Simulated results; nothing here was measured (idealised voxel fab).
The document below concerns the process module designated voxel self aligned vias.
Pictured: cross-section cut, 225 nm wide, on a grid of 5 nm square cells.
The cross-sections in this document take the form of a grid made of square cells. They are written out as bands, in order from top to bottom. Each band consists of one or more rows of cells.
The band entry comprises the height of the band's top followed by the height of its bottom, expressed in nm, and subsequently the band's materials from left to right, each stated together with its width in nm. Where a single material is marked with the word "all across", that material fills the band from edge to edge. The word "air" represents empty space.
We count height from 0. Below that, the starting wafer is all one material. The lowest band never ends at the bottom but goes on down; see "0 nm and below" for how that is written.
Width "30 to 40": first value at the band's top row of cells, second value at its bottom row, equal change from row to row.
Any step labelled "changes: none" changed none of the cells in the cross-section.
Heads up: "Closed void roster" only lists the empty pockets with no open path to the top that are 8 cells or more, and it writes them as width x height at distance, distance from the left edge, in nm.
If you see something after the settings on a step's line, that's the simulator's own remark about that step.
What "overlay nm" on a step's line means: if the step has a mask, that mask lay this far to the right of its planned place, or, when the value is negative, to the left.
Each of the pairs that make up the rest of this document says: here is the cross-section before one process step, here is the cross-section after it, drawn only down to the lowest band that changed, and here, under the pair, is the step lying between them with its settings. Different pairs may come from different runs of this module on the same starting wafer, so a pair continues from the pair above it only where its entry headed "Incoming structure" says so.
Incoming structure
  0 nm and below: Si all across
  Closed void roster: none
Structure After Step
  15 nm to 0 nm: SiO2 all across
  Below 0, the layers are the same as they were.
  Closed void roster: none
Operation between the pre and post cross-sections above: CONFORMAL_DEP | material SiO2 | thk nm 15
Incoming structure: carried over from the after image of the pair right above.
Structure After Step
  20 nm to 15 nm: SiCN all across
  Below 15, the layers are the same as they were.
  Closed void roster: none
Operation between the pre and post cross-sections above: CONFORMAL_DEP | material SiCN | thk nm 5
Incoming structure: carried over from the after image of the pair right above.
Structure After Step
  45 nm to 20 nm: lowk all across
  Below 20, the layers are the same as they were.
  Closed void roster: none
Operation between the pre and post cross-sections above: DIRECTIONAL_DEP | material lowk | thk nm 25
Incoming structure: carried over from the after image of the pair right above.
Structure After Step
  55 nm to 45 nm: aC all across
  Below 45, the layers are the same as they were.
  Closed void roster: none
Operation between the pre and post cross-sections above: DIRECTIONAL_DEP | material aC | thk nm 10
Incoming structure: carried over from the after image of the pair right above.
Structure After Step
  80 nm to 55 nm: resist 35 nm  air 20 nm  resist 45 nm  air 20 nm  resist 45 nm  air 20 nm  resist 40 nm
  Below 55, the layers are the same as they were.
  Closed void roster: none
Operation between the pre and post cross-sections above: PATTERN | tone open | mask id LINES | material resist | width nm 20 | pitch nm 65 | thk nm 25 | overlay nm 0
Incoming structure: carried over from the after image of the pair right above.
Structure After Step
  70 nm to 55 nm: resist 35 nm  air 20 nm  resist 45 nm  air 20 nm  resist 45 nm  air 20 nm  resist 40 nm
  55 nm to 45 nm: aC 35 nm  air 20 nm  aC 45 nm  air 20 nm  aC 45 nm  air 20 nm  aC 40 nm
  Below 45, the layers are the same as they were.
  Closed void roster: none
Operation between the pre and post cross-sections above: DIRECTIONAL_ETCH | etch materials aC | depth nm 10
Incoming structure: carried over from the after image of the pair right above.
Structure After Step
  55 nm to 45 nm: aC 35 nm  air 20 nm  aC 45 nm  air 20 nm  aC 45 nm  air 20 nm  aC 40 nm
  Below 45, the layers are the same as they were.
  Closed void roster: none
Operation between the pre and post cross-sections above: STRIP | etch materials resist
Incoming structure: carried over from the after image of the pair right above.
Structure After Step
  55 nm to 45 nm: aC 35 nm  air 20 nm  aC 45 nm  air 20 nm  aC 45 nm  air 20 nm  aC 40 nm
  45 nm to 20 nm: lowk 35 nm  air 20 nm  lowk 45 nm  air 20 nm  lowk 45 nm  air 20 nm  lowk 40 nm
  Below 20, the layers are the same as they were.
  Closed void roster: none
Operation between the pre and post cross-sections above: DIRECTIONAL_ETCH | etch materials lowk | depth nm 25
Incoming structure: carried over from the after image of the pair right above.
Structure After Step
  45 nm to 20 nm: lowk 35 nm  air 20 nm  lowk 45 nm  air 20 nm  lowk 45 nm  air 20 nm  lowk 40 nm
  Below 20, the layers are the same as they were.
  Closed void roster: none
Operation between the pre and post cross-sections above: STRIP | etch materials aC
Incoming structure: carried over from the after image of the pair right above.
Structure After Step
  50 nm to 45 nm: TiN 40 nm  air 10 nm  TiN 55 nm  air 10 nm  TiN 55 nm  air 10 nm  TiN 45 nm
  45 nm to 25 nm: lowk 35 nm  TiN 5 nm  air 10 nm  TiN 5 nm  lowk 45 nm  TiN 5 nm  air 10 nm  TiN 5 nm  lowk 45 nm  TiN 5 nm  air 10 nm  TiN 5 nm  lowk 40 nm
  25 nm to 20 nm: lowk 35 nm  TiN 20 nm  lowk 45 nm  TiN 20 nm  lowk 45 nm  TiN 20 nm  lowk 40 nm
  Below 20, the layers are the same as they were.
  Closed void roster: none
Operation between the pre and post cross-sections above: CONFORMAL_DEP | material TiN | thk nm 5
Incoming structure: carried over from the after image of the pair right above.
Structure After Step
  60 nm to 50 nm: Ru all across
  50 nm to 45 nm: TiN 40 nm  Ru 10 nm  TiN 55 nm  Ru 10 nm  TiN 55 nm  Ru 10 nm  TiN 45 nm
  45 nm to 25 nm: lowk 35 nm  TiN 5 nm  Ru 10 nm  TiN 5 nm  lowk 45 nm  TiN 5 nm  Ru 10 nm  TiN 5 nm  lowk 45 nm  TiN 5 nm  Ru 10 nm  TiN 5 nm  lowk 40 nm
  Below 25, the layers are the same as they were.
  Closed void roster: none
Operation between the pre and post cross-sections above: FILL_DEP | material Ru | thk nm 10
Incoming structure: carried over from the after image of the pair right above.
Structure After Step
  45 nm to 25 nm: lowk 35 nm  TiN 5 nm  Ru 10 nm  TiN 5 nm  lowk 45 nm  TiN 5 nm  Ru 10 nm  TiN 5 nm  lowk 45 nm  TiN 5 nm  Ru 10 nm  TiN 5 nm  lowk 40 nm
  Below 25, the layers are the same as they were.
  Closed void roster: none
Operation between the pre and post cross-sections above: CMP | height nm 45
Incoming structure: carried over from the after image of the pair right above.
Structure After Step
  45 nm to 40 nm: lowk 35 nm  air 20 nm  lowk 45 nm  air 20 nm  lowk 45 nm  air 20 nm  lowk 40 nm
  Below 40, the layers are the same as they were.
  Closed void roster: none
Operation between the pre and post cross-sections above: SELECTIVE_ETCH | etch materials W Ru TiN | depth nm 5
Incoming structure: carried over from the after image of the pair right above.
Structure After Step
  55 nm to 45 nm: SiN all across
  45 nm to 40 nm: lowk 35 nm  SiN 20 nm  lowk 45 nm  SiN 20 nm  lowk 45 nm  SiN 20 nm  lowk 40 nm
  Below 40, the layers are the same as they were.
  Closed void roster: none
Operation between the pre and post cross-sections above: FILL_DEP | material SiN | thk nm 10
Incoming structure: carried over from the after image of the pair right above.
Structure After Step
  45 nm to 40 nm: lowk 35 nm  SiN 20 nm  lowk 45 nm  SiN 20 nm  lowk 45 nm  SiN 20 nm  lowk 40 nm
  Below 40, the layers are the same as they were.
  Closed void roster: none
Operation between the pre and post cross-sections above: CMP | height nm 45
Incoming structure: carried over from the after image of the pair right above.
Structure After Step
  60 nm to 45 nm: lowk all across
  Below 45, the layers are the same as they were.
  Closed void roster: none
Operation between the pre and post cross-sections above: DIRECTIONAL_DEP | material lowk | thk nm 15
Incoming structure: carried over from the after image of the pair right above.
Structure After Step
  75 nm to 60 nm: aC all across
  Below 60, the layers are the same as they were.
  Closed void roster: none
Operation between the pre and post cross-sections above: DIRECTIONAL_DEP | material aC | thk nm 15
Incoming structure: carried over from the after image of the pair right above.
Structure After Step
  105 nm to 75 nm: resist 25 nm  air 40 nm  resist 90 nm  air 40 nm  resist 30 nm
  Below 75, the layers are the same as they were.
  Closed void roster: none
Operation between the pre and post cross-sections above: PATTERN | tone open | mask id VIAS | material resist | width nm 40 | pitch nm 130 | thk nm 30 | overlay nm 0
Incoming structure: carried over from the after image of the pair right above.
Structure After Step
  90 nm to 75 nm: resist 25 nm  air 40 nm  resist 90 nm  air 40 nm  resist 30 nm
  75 nm to 60 nm: aC 25 nm  air 40 nm  aC 90 nm  air 40 nm  aC 30 nm
  Below 60, the layers are the same as they were.
  Closed void roster: none
Operation between the pre and post cross-sections above: DIRECTIONAL_ETCH | etch materials aC | depth nm 15
Incoming structure: carried over from the after image of the pair right above.
Structure After Step
  75 nm to 60 nm: aC 25 nm  air 40 nm  aC 90 nm  air 40 nm  aC 30 nm
  Below 60, the layers are the same as they were.
  Closed void roster: none
Operation between the pre and post cross-sections above: STRIP | etch materials resist
Incoming structure: carried over from the after image of the pair right above.
Structure After Step
  75 nm to 60 nm: aC 25 nm  air 40 nm  aC 90 nm  air 40 nm  aC 30 nm
  60 nm to 45 nm: lowk 25 nm  air 40 nm  lowk 90 nm  air 40 nm  lowk 30 nm
  Below 45, the layers are the same as they were.
  Closed void roster: none
Operation between the pre and post cross-sections above: DIRECTIONAL_ETCH | etch materials lowk | depth nm 15
Incoming structure: carried over from the after image of the pair right above.
Structure After Step
  75 nm to 60 nm: aC 25 nm  air 40 nm  aC 90 nm  air 40 nm  aC 30 nm
  60 nm to 45 nm: lowk 25 nm  air 40 nm  lowk 90 nm  air 40 nm  lowk 30 nm
  45 nm to 40 nm: lowk 35 nm  air 20 nm  lowk 45 nm  SiN 20 nm  lowk 45 nm  air 20 nm  lowk 40 nm
  Below 40, the layers are the same as they were.
  Closed void roster: none
Operation between the pre and post cross-sections above: DIRECTIONAL_ETCH | etch materials SiN | depth nm 5
Incoming structure: carried over from the after image of the pair right above.
Structure After Step
  60 nm to 45 nm: lowk 25 nm  air 40 nm  lowk 90 nm  air 40 nm  lowk 30 nm
  Below 45, the layers are the same as they were.
  Closed void roster: none
Operation between the pre and post cross-sections above: STRIP | etch materials aC
Incoming structure: carried over from the after image of the pair right above.
Structure After Step
  65 nm to 60 nm: TiN 30 nm  air 30 nm  TiN 100 nm  air 30 nm  TiN 35 nm
  60 nm to 50 nm: lowk 25 nm  TiN 5 nm  air 30 nm  TiN 5 nm  lowk 90 nm  TiN 5 nm  air 30 nm  TiN 5 nm  lowk 30 nm
  50 nm to 45 nm: lowk 25 nm  TiN 15 nm  air 10 nm  TiN 15 nm  lowk 90 nm  TiN 15 nm  air 10 nm  TiN 15 nm  lowk 30 nm
  45 nm to 40 nm: lowk 35 nm  TiN 20 nm  lowk 45 nm  SiN 20 nm  lowk 45 nm  TiN 20 nm  lowk 40 nm
  Below 40, the layers are the same as they were.
  Closed void roster: none
Operation between the pre and post cross-sections above: CONFORMAL_DEP | material TiN | thk nm 5
Incoming structure: carried over from the after image of the pair right above.
Structure After Step
  70 nm to 65 nm: Cu all across
  65 nm to 60 nm: TiN 30 nm  Cu 30 nm  TiN 100 nm  Cu 30 nm  TiN 35 nm
  60 nm to 50 nm: lowk 25 nm  TiN 5 nm  Cu 30 nm  TiN 5 nm  lowk 90 nm  TiN 5 nm  Cu 30 nm  TiN 5 nm  lowk 30 nm
  50 nm to 45 nm: lowk 25 nm  TiN 15 nm  Cu 10 nm  TiN 15 nm  lowk 90 nm  TiN 15 nm  Cu 10 nm  TiN 15 nm  lowk 30 nm
  Below 45, the layers are the same as they were.
  Closed void roster: none
Operation between the pre and post cross-sections above: FILL_DEP | material Cu | thk nm 5
Incoming structure: carried over from the after image of the pair right above.
Structure After Step
  60 nm to 50 nm: lowk 25 nm  TiN 5 nm  Cu 30 nm  TiN 5 nm  lowk 90 nm  TiN 5 nm  Cu 30 nm  TiN 5 nm  lowk 30 nm
  Below 50, the layers are the same as they were.
  Closed void roster: none
Operation between the pre and post cross-sections above: CMP | height nm 60
Incoming structure: carried over from the after image of the pair right above.
Structure After Step
  65 nm to 60 nm: SiN all across
  Below 60, the layers are the same as they were.
  Closed void roster: none
Operation between the pre and post cross-sections above: CONFORMAL_DEP | material SiN | thk nm 5
Incoming structure
  15 nm to 0 nm: SiO2 all across
  0 nm and below: Si all across
  Closed void roster: none
Structure After Step
  40 nm to 15 nm: lowk all across
  Below 15, the layers are the same as they were.
  Closed void roster: none
Operation between the pre and post cross-sections above: DIRECTIONAL_DEP | material lowk | thk nm 25
Incoming structure: carried over from the after image of the pair right above.
Structure After Step
  50 nm to 40 nm: aC all across
  Below 40, the layers are the same as they were.
  Closed void roster: none
Operation between the pre and post cross-sections above: DIRECTIONAL_DEP | material aC | thk nm 10
Incoming structure: carried over from the after image of the pair right above.
Structure After Step
  75 nm to 50 nm: resist 35 nm  air 20 nm  resist 45 nm  air 20 nm  resist 45 nm  air 20 nm  resist 40 nm
  Below 50, the layers are the same as they were.
  Closed void roster: none
Operation between the pre and post cross-sections above: PATTERN | tone open | mask id LINES | material resist | width nm 20 | pitch nm 65 | thk nm 25 | overlay nm 0
Incoming structure: carried over from the after image of the pair right above.
Structure After Step
  65 nm to 50 nm: resist 35 nm  air 20 nm  resist 45 nm  air 20 nm  resist 45 nm  air 20 nm  resist 40 nm
  50 nm to 40 nm: aC 35 nm  air 20 nm  aC 45 nm  air 20 nm  aC 45 nm  air 20 nm  aC 40 nm
  Below 40, the layers are the same as they were.
  Closed void roster: none
Operation between the pre and post cross-sections above: DIRECTIONAL_ETCH | etch materials aC | depth nm 10
Incoming structure: carried over from the after image of the pair right above.
Structure After Step
  50 nm to 40 nm: aC 35 nm  air 20 nm  aC 45 nm  air 20 nm  aC 45 nm  air 20 nm  aC 40 nm
  Below 40, the layers are the same as they were.
  Closed void roster: none
Operation between the pre and post cross-sections above: STRIP | etch materials resist
Incoming structure: carried over from the after image of the pair right above.
Structure After Step
  50 nm to 40 nm: aC 35 nm  air 20 nm  aC 45 nm  air 20 nm  aC 45 nm  air 20 nm  aC 40 nm
  40 nm to 15 nm: lowk 35 nm  air 20 nm  lowk 45 nm  air 20 nm  lowk 45 nm  air 20 nm  lowk 40 nm
  Below 15, the layers are the same as they were.
  Closed void roster: none
Operation between the pre and post cross-sections above: DIRECTIONAL_ETCH | etch materials lowk | depth nm 25
Incoming structure: carried over from the after image of the pair right above.
Structure After Step
  40 nm to 15 nm: lowk 35 nm  air 20 nm  lowk 45 nm  air 20 nm  lowk 45 nm  air 20 nm  lowk 40 nm
  Below 15, the layers are the same as they were.
  Closed void roster: none
Operation between the pre and post cross-sections above: STRIP | etch materials aC
Incoming structure: carried over from the after image of the pair right above.
Structure After Step
  45 nm to 40 nm: TiN 40 nm  air 10 nm  TiN 55 nm  air 10 nm  TiN 55 nm  air 10 nm  TiN 45 nm
  40 nm to 20 nm: lowk 35 nm  TiN 5 nm  air 10 nm  TiN 5 nm  lowk 45 nm  TiN 5 nm  air 10 nm  TiN 5 nm  lowk 45 nm  TiN 5 nm  air 10 nm  TiN 5 nm  lowk 40 nm
  20 nm to 15 nm: lowk 35 nm  TiN 20 nm  lowk 45 nm  TiN 20 nm  lowk 45 nm  TiN 20 nm  lowk 40 nm
  Below 15, the layers are the same as they were.
  Closed void roster: none
Operation between the pre and post cross-sections above: CONFORMAL_DEP | material TiN | thk nm 5
Incoming structure: carried over from the after image of the pair right above.
Structure After Step
  55 nm to 45 nm: Ru all across
  45 nm to 40 nm: TiN 40 nm  Ru 10 nm  TiN 55 nm  Ru 10 nm  TiN 55 nm  Ru 10 nm  TiN 45 nm
  40 nm to 20 nm: lowk 35 nm  TiN 5 nm  Ru 10 nm  TiN 5 nm  lowk 45 nm  TiN 5 nm  Ru 10 nm  TiN 5 nm  lowk 45 nm  TiN 5 nm  Ru 10 nm  TiN 5 nm  lowk 40 nm
  Below 20, the layers are the same as they were.
  Closed void roster: none
Operation between the pre and post cross-sections above: FILL_DEP | material Ru | thk nm 10
Incoming structure: carried over from the after image of the pair right above.
Structure After Step
  45 nm to 40 nm: TiN 40 nm  Ru 10 nm  TiN 55 nm  Ru 10 nm  TiN 55 nm  Ru 10 nm  TiN 45 nm
  Below 40, the layers are the same as they were.
  Closed void roster: none
Operation between the pre and post cross-sections above: CMP | height nm 45
Incoming structure: carried over from the after image of the pair right above.
Structure After Step
  40 nm to 20 nm: lowk 35 nm  TiN 5 nm  Ru 10 nm  TiN 5 nm  lowk 45 nm  TiN 5 nm  Ru 10 nm  TiN 5 nm  lowk 45 nm  TiN 5 nm  Ru 10 nm  TiN 5 nm  lowk 40 nm
  Below 20, the layers are the same as they were.
  Closed void roster: none
Operation between the pre and post cross-sections above: SELECTIVE_ETCH | etch materials W Ru TiN | depth nm 5
Incoming structure: carried over from the after image of the pair right above.
Structure After Step
  50 nm to 40 nm: SiN all across
  Below 40, the layers are the same as they were.
  Closed void roster: none
Operation between the pre and post cross-sections above: FILL_DEP | material SiN | thk nm 10
Incoming structure: carried over from the after image of the pair right above.
Structure After Step
  45 nm to 40 nm: SiN all across
  Below 40, the layers are the same as they were.
  Closed void roster: none
Operation between the pre and post cross-sections above: CMP | height nm 45
Incoming structure: carried over from the after image of the pair right above.
Structure After Step
  60 nm to 45 nm: lowk all across
  Below 45, the layers are the same as they were.
  Closed void roster: none
Operation between the pre and post cross-sections above: DIRECTIONAL_DEP | material lowk | thk nm 15
Incoming structure: carried over from the after image of the pair right above.
Structure After Step
  75 nm to 60 nm: aC all across
  Below 60, the layers are the same as they were.
  Closed void roster: none
Operation between the pre and post cross-sections above: DIRECTIONAL_DEP | material aC | thk nm 15
Incoming structure: carried over from the after image of the pair right above.
Structure After Step
  105 nm to 75 nm: resist 25 nm  air 40 nm  resist 90 nm  air 40 nm  resist 30 nm
  Below 75, the layers are the same as they were.
  Closed void roster: none
Operation between the pre and post cross-sections above: PATTERN | tone open | mask id VIAS | material resist | width nm 40 | pitch nm 130 | thk nm 30 | overlay nm 0
Incoming structure: carried over from the after image of the pair right above.
Structure After Step
  90 nm to 75 nm: resist 25 nm  air 40 nm  resist 90 nm  air 40 nm  resist 30 nm
  75 nm to 60 nm: aC 25 nm  air 40 nm  aC 90 nm  air 40 nm  aC 30 nm
  Below 60, the layers are the same as they were.
  Closed void roster: none
Operation between the pre and post cross-sections above: DIRECTIONAL_ETCH | etch materials aC | depth nm 15
Incoming structure: carried over from the after image of the pair right above.
Structure After Step
  75 nm to 60 nm: aC 25 nm  air 40 nm  aC 90 nm  air 40 nm  aC 30 nm
  Below 60, the layers are the same as they were.
  Closed void roster: none
Operation between the pre and post cross-sections above: STRIP | etch materials resist
Incoming structure: carried over from the after image of the pair right above.
Structure After Step
  75 nm to 60 nm: aC 25 nm  air 40 nm  aC 90 nm  air 40 nm  aC 30 nm
  60 nm to 45 nm: lowk 25 nm  air 40 nm  lowk 90 nm  air 40 nm  lowk 30 nm
  Below 45, the layers are the same as they were.
  Closed void roster: none
Operation between the pre and post cross-sections above: DIRECTIONAL_ETCH | etch materials lowk | depth nm 15
Incoming structure: carried over from the after image of the pair right above.
Structure After Step
  75 nm to 60 nm: aC 25 nm  air 40 nm  aC 90 nm  air 40 nm  aC 30 nm
  60 nm to 45 nm: lowk 25 nm  air 40 nm  lowk 90 nm  air 40 nm  lowk 30 nm
  45 nm to 40 nm: SiN 25 nm  air 40 nm  SiN 90 nm  air 40 nm  SiN 30 nm
  Below 40, the layers are the same as they were.
  Closed void roster: none
Operation between the pre and post cross-sections above: DIRECTIONAL_ETCH | etch materials SiN | depth nm 5
Incoming structure: carried over from the after image of the pair right above.
Structure After Step
  60 nm to 45 nm: lowk 25 nm  air 40 nm  lowk 90 nm  air 40 nm  lowk 30 nm
  Below 45, the layers are the same as they were.
  Closed void roster: none
Operation between the pre and post cross-sections above: STRIP | etch materials aC
Incoming structure: carried over from the after image of the pair right above.
Structure After Step
  65 nm to 60 nm: TiN 30 nm  air 30 nm  TiN 100 nm  air 30 nm  TiN 35 nm
  60 nm to 45 nm: lowk 25 nm  TiN 5 nm  air 30 nm  TiN 5 nm  lowk 90 nm  TiN 5 nm  air 30 nm  TiN 5 nm  lowk 30 nm
  45 nm to 40 nm: SiN 25 nm  TiN 40 nm  SiN 90 nm  TiN 40 nm  SiN 30 nm
  Below 40, the layers are the same as they were.
  Closed void roster: none
Operation between the pre and post cross-sections above: CONFORMAL_DEP | material TiN | thk nm 5
Incoming structure: carried over from the after image of the pair right above.
Structure After Step
  70 nm to 65 nm: Cu all across
  65 nm to 60 nm: TiN 30 nm  Cu 30 nm  TiN 100 nm  Cu 30 nm  TiN 35 nm
  60 nm to 45 nm: lowk 25 nm  TiN 5 nm  Cu 30 nm  TiN 5 nm  lowk 90 nm  TiN 5 nm  Cu 30 nm  TiN 5 nm  lowk 30 nm
  Below 45, the layers are the same as they were.
  Closed void roster: none
Operation between the pre and post cross-sections above: FILL_DEP | material Cu | thk nm 5
Incoming structure: carried over from the after image of the pair right above.
Structure After Step
  60 nm to 45 nm: lowk 25 nm  TiN 5 nm  Cu 30 nm  TiN 5 nm  lowk 90 nm  TiN 5 nm  Cu 30 nm  TiN 5 nm  lowk 30 nm
  Below 45, the layers are the same as they were.
  Closed void roster: none
Operation between the pre and post cross-sections above: CMP | height nm 60
Incoming structure: carried over from the after image of the pair right above.
Structure After Step
  65 nm to 60 nm: SiN all across
  Below 60, the layers are the same as they were.
  Closed void roster: none
Operation between the pre and post cross-sections above: CONFORMAL_DEP | material SiN | thk nm 5
Incoming structure
  75 nm to 60 nm: aC 25 nm  air 40 nm  aC 90 nm  air 40 nm  aC 30 nm
  60 nm to 45 nm: lowk 25 nm  air 40 nm  lowk 90 nm  air 40 nm  lowk 30 nm
  45 nm to 40 nm: lowk 35 nm  SiN 20 nm  lowk 45 nm  SiN 20 nm  lowk 45 nm  SiN 20 nm  lowk 40 nm
  40 nm to 25 nm: lowk 35 nm  TiN 5 nm  Ru 10 nm  TiN 5 nm  lowk 45 nm  TiN 5 nm  Ru 10 nm  TiN 5 nm  lowk 45 nm  TiN 5 nm  Ru 10 nm  TiN 5 nm  lowk 40 nm
  25 nm to 20 nm: lowk 35 nm  TiN 20 nm  lowk 45 nm  TiN 20 nm  lowk 45 nm  TiN 20 nm  lowk 40 nm
  20 nm to 15 nm: SiCN all across
  15 nm to 0 nm: SiO2 all across
  0 nm and below: Si all across
  Closed void roster: none
Structure After Step
  75 nm to 60 nm: aC 25 nm  air 40 nm  aC 90 nm  air 40 nm  aC 30 nm
  60 nm to 45 nm: lowk 25 nm  air 40 nm  lowk 90 nm  air 40 nm  lowk 30 nm
  45 nm to 40 nm: lowk 25 nm  air 10 nm  SiN 20 nm  air 10 nm  lowk 35 nm  SiN 20 nm  lowk 35 nm  air 10 nm  SiN 20 nm  air 10 nm  lowk 30 nm
  40 nm to 30 nm: lowk 25 nm  air 10 nm  TiN 5 nm  Ru 10 nm  TiN 5 nm  air 10 nm  lowk 35 nm  TiN 5 nm  Ru 10 nm  TiN 5 nm  lowk 35 nm  air 10 nm  TiN 5 nm  Ru 10 nm  TiN 5 nm  air 10 nm  lowk 30 nm
  Below 30, the layers are the same as they were.
  Closed void roster: none
Operation between the pre and post cross-sections above: DIRECTIONAL_ETCH | etch materials lowk | depth nm 15
Incoming structure: carried over from the after image of the pair right above.
Structure After Step
  75 nm to 60 nm: aC 25 nm  air 40 nm  aC 90 nm  air 40 nm  aC 30 nm
  60 nm to 45 nm: lowk 25 nm  air 40 nm  lowk 90 nm  air 40 nm  lowk 30 nm
  45 nm to 40 nm: lowk 25 nm  air 40 nm  lowk 35 nm  SiN 20 nm  lowk 35 nm  air 40 nm  lowk 30 nm
  Below 40, the layers are the same as they were.
  Closed void roster: none
Operation between the pre and post cross-sections above: DIRECTIONAL_ETCH | etch materials SiN | depth nm 5
Incoming structure: carried over from the after image of the pair right above.
Structure After Step
  60 nm to 45 nm: lowk 25 nm  air 40 nm  lowk 90 nm  air 40 nm  lowk 30 nm
  Below 45, the layers are the same as they were.
  Closed void roster: none
Operation between the pre and post cross-sections above: STRIP | etch materials aC
Incoming structure: carried over from the after image of the pair right above.
Structure After Step
  65 nm to 60 nm: TiN 30 nm  air 30 nm  TiN 100 nm  air 30 nm  TiN 35 nm
  60 nm to 45 nm: lowk 25 nm  TiN 5 nm  air 30 nm  TiN 5 nm  lowk 90 nm  TiN 5 nm  air 30 nm  TiN 5 nm  lowk 30 nm
  45 nm to 40 nm: lowk 25 nm  TiN 40 nm  lowk 35 nm  SiN 20 nm  lowk 35 nm  TiN 40 nm  lowk 30 nm
  40 nm to 30 nm: lowk 25 nm  TiN 15 nm  Ru 10 nm  TiN 15 nm  lowk 35 nm  TiN 5 nm  Ru 10 nm  TiN 5 nm  lowk 35 nm  TiN 15 nm  Ru 10 nm  TiN 15 nm  lowk 30 nm
  Below 30, the layers are the same as they were.
  Closed void roster: none
Operation between the pre and post cross-sections above: CONFORMAL_DEP | material TiN | thk nm 5
Incoming structure: carried over from the after image of the pair right above.
Structure After Step
  70 nm to 65 nm: Cu all across
  65 nm to 60 nm: TiN 30 nm  Cu 30 nm  TiN 100 nm  Cu 30 nm  TiN 35 nm
  60 nm to 45 nm: lowk 25 nm  TiN 5 nm  Cu 30 nm  TiN 5 nm  lowk 90 nm  TiN 5 nm  Cu 30 nm  TiN 5 nm  lowk 30 nm
  Below 45, the layers are the same as they were.
  Closed void roster: none
Operation between the pre and post cross-sections above: FILL_DEP | material Cu | thk nm 5
Incoming structure: carried over from the after image of the pair right above.
Structure After Step
  60 nm to 45 nm: lowk 25 nm  TiN 5 nm  Cu 30 nm  TiN 5 nm  lowk 90 nm  TiN 5 nm  Cu 30 nm  TiN 5 nm  lowk 30 nm
  Below 45, the layers are the same as they were.
  Closed void roster: none
Operation between the pre and post cross-sections above: CMP | height nm 60
Incoming structure: carried over from the after image of the pair right above.
Structure After Step
  65 nm to 60 nm: SiN all across
  Below 60, the layers are the same as they were.
  Closed void roster: none
Operation between the pre and post cross-sections above: CONFORMAL_DEP | material SiN | thk nm 5
Incoming structure
  0 nm and below: Si all across
  Closed void roster: none
Structure After Step
  5 nm to 0 nm: SiCN all across
  Below 0, the layers are the same as they were.
  Closed void roster: none
Operation between the pre and post cross-sections above: CONFORMAL_DEP | material SiCN | thk nm 5
Incoming structure: carried over from the after image of the pair right above.
Structure After Step
  20 nm to 5 nm: SiO2 all across
  Below 5, the layers are the same as they were.
  Closed void roster: none
Operation between the pre and post cross-sections above: CONFORMAL_DEP | material SiO2 | thk nm 15
Incoming structure: carried over from the after image of the pair right above.
Structure After Step
  45 nm to 20 nm: lowk all across
  Below 20, the layers are the same as they were.
  Closed void roster: none
Operation between the pre and post cross-sections above: DIRECTIONAL_DEP | material lowk | thk nm 25
Incoming structure: carried over from the after image of the pair right above.
Structure After Step
  55 nm to 45 nm: aC all across
  Below 45, the layers are the same as they were.
  Closed void roster: none
Operation between the pre and post cross-sections above: DIRECTIONAL_DEP | material aC | thk nm 10
Incoming structure: carried over from the after image of the pair right above.
Structure After Step
  80 nm to 55 nm: resist 35 nm  air 20 nm  resist 45 nm  air 20 nm  resist 45 nm  air 20 nm  resist 40 nm
  Below 55, the layers are the same as they were.
  Closed void roster: none
Operation between the pre and post cross-sections above: PATTERN | tone open | mask id LINES | material resist | width nm 20 | pitch nm 65 | thk nm 25 | overlay nm 0
Incoming structure: carried over from the after image of the pair right above.
Structure After Step
  70 nm to 55 nm: resist 35 nm  air 20 nm  resist 45 nm  air 20 nm  resist 45 nm  air 20 nm  resist 40 nm
  55 nm to 45 nm: aC 35 nm  air 20 nm  aC 45 nm  air 20 nm  aC 45 nm  air 20 nm  aC 40 nm
  Below 45, the layers are the same as they were.
  Closed void roster: none
Operation between the pre and post cross-sections above: DIRECTIONAL_ETCH | etch materials aC | depth nm 10
Incoming structure: carried over from the after image of the pair right above.
Structure After Step
  55 nm to 45 nm: aC 35 nm  air 20 nm  aC 45 nm  air 20 nm  aC 45 nm  air 20 nm  aC 40 nm
  Below 45, the layers are the same as they were.
  Closed void roster: none
Operation between the pre and post cross-sections above: STRIP | etch materials resist
Incoming structure: carried over from the after image of the pair right above.
Structure After Step
  55 nm to 45 nm: aC 35 nm  air 20 nm  aC 45 nm  air 20 nm  aC 45 nm  air 20 nm  aC 40 nm
  45 nm to 20 nm: lowk 35 nm  air 20 nm  lowk 45 nm  air 20 nm  lowk 45 nm  air 20 nm  lowk 40 nm
  Below 20, the layers are the same as they were.
  Closed void roster: none
Operation between the pre and post cross-sections above: DIRECTIONAL_ETCH | etch materials lowk | depth nm 25
Incoming structure: carried over from the after image of the pair right above.
Structure After Step
  45 nm to 20 nm: lowk 35 nm  air 20 nm  lowk 45 nm  air 20 nm  lowk 45 nm  air 20 nm  lowk 40 nm
  Below 20, the layers are the same as they were.
  Closed void roster: none
Operation between the pre and post cross-sections above: STRIP | etch materials aC
Incoming structure: carried over from the after image of the pair right above.
Structure After Step
  50 nm to 45 nm: TiN 40 nm  air 10 nm  TiN 55 nm  air 10 nm  TiN 55 nm  air 10 nm  TiN 45 nm
  45 nm to 25 nm: lowk 35 nm  TiN 5 nm  air 10 nm  TiN 5 nm  lowk 45 nm  TiN 5 nm  air 10 nm  TiN 5 nm  lowk 45 nm  TiN 5 nm  air 10 nm  TiN 5 nm  lowk 40 nm
  25 nm to 20 nm: lowk 35 nm  TiN 20 nm  lowk 45 nm  TiN 20 nm  lowk 45 nm  TiN 20 nm  lowk 40 nm
  Below 20, the layers are the same as they were.
  Closed void roster: none
Operation between the pre and post cross-sections above: CONFORMAL_DEP | material TiN | thk nm 5
Incoming structure: carried over from the after image of the pair right above.
Structure After Step
  60 nm to 50 nm: Ru all across
  50 nm to 45 nm: TiN 40 nm  Ru 10 nm  TiN 55 nm  Ru 10 nm  TiN 55 nm  Ru 10 nm  TiN 45 nm
  45 nm to 25 nm: lowk 35 nm  TiN 5 nm  Ru 10 nm  TiN 5 nm  lowk 45 nm  TiN 5 nm  Ru 10 nm  TiN 5 nm  lowk 45 nm  TiN 5 nm  Ru 10 nm  TiN 5 nm  lowk 40 nm
  Below 25, the layers are the same as they were.
  Closed void roster: none
Operation between the pre and post cross-sections above: FILL_DEP | material Ru | thk nm 10
Incoming structure: carried over from the after image of the pair right above.
Structure After Step
  45 nm to 25 nm: lowk 35 nm  TiN 5 nm  Ru 10 nm  TiN 5 nm  lowk 45 nm  TiN 5 nm  Ru 10 nm  TiN 5 nm  lowk 45 nm  TiN 5 nm  Ru 10 nm  TiN 5 nm  lowk 40 nm
  Below 25, the layers are the same as they were.
  Closed void roster: none
Operation between the pre and post cross-sections above: CMP | height nm 45
